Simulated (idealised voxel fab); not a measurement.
Herein follows the process module entitled voxel released beams.
The cross-section shown here is cut; it is 205 nm wide and divided into square cells measuring 5 nm on a side.
Cross-section, as written here: a square-cell grid given band by band from the top down, where a band holds one or more rows of cells. The entry gives the band's vertical extent as a top height and a bottom height in nm, then its horizontal make-up as materials from left to right, each with a width in nm. "blank" stands for empty space; a single material marked "all across" fills the band edge to edge. Height 0 is the level under which the wafer as received is all one material. The lowest band goes on downwards, as in "0 and below". Think of "30->40" as a width that walks from the first number to the second as you go down the band, top row to bottom row, taking equal-sized steps from row to row. When a step is marked "same as before", none of the cells in the cross-section changed during that step. "Closed void inventory" specifies each empty space that is not open to the top and that occupies no fewer than 8 cells, using the form width x height at distance, the distance measured from the left edge and all three quantities in nm. What comes after the settings on a step's line is commentary from the simulator itself on that step. The optional step-line setting "overlay nm" applies to steps with a mask and quantifies how far to the right of its planned location the mask lay, a negative value indicating leftward placement.

# List of planned process steps
1,RECEIVE (material Si)
2,CONFORMAL_DEP (material SiN; thk nm 10)
3,DIRECTIONAL_DEP (material SiO2; thk nm 15)
4,DIRECTIONAL_DEP (material aC; thk nm 10)
5,PATTERN (tone open; mask id ANCHOR; material resist; width nm 35; thk nm 25; overlay nm 0)
6,DIRECTIONAL_ETCH (etch materials aC; depth nm 10)
7,STRIP (etch materials resist)
8,DIRECTIONAL_ETCH (etch materials SiO2; depth nm 15)
9,STRIP (etch materials aC)
10,CONFORMAL_DEP (material TiN; thk nm 15)
11,MASKED_ETCH (tone cover; mask id BEAM; width nm 80; etch materials TiN; depth nm 15; overlay nm 0)
12,STRIP (etch materials SiO2)

# Wafer cross-section on receipt, i.e. after step 1
* 0 and below = Si all across
* Closed void inventory: none

# First of two wafers: cross-section at end of module, run per plan
* 40 down to 25 = 60 of blank | 20 of TiN | 5 of blank | 55 of TiN | 65 of blank
* 25 down to 10 = 65 of blank | 35 of TiN | 105 of blank
* 10 down to 0 = SiN all across
* 0 and below = Si all across
* Closed void inventory: none

# Here is the second of the two wafers cut open at the end of the module - same start, same plan as the first one, but we made one mistake running it
* 40 down to 25 = 60 of blank | 80 of TiN | 65 of blank
* 25 down to 15 = SiN all across
* 15 down to 0 = SiO2 all across
* 0 and below = Si all across
* Closed void inventory: none
So what did we get wrong on this run? steps 2 and 3 got flipped, so each one ran where the other should have
FYI, end of process, the second wafer has more or fewer cells of some materials than the first: SiO2: 123 more, TiN: 18 fewer
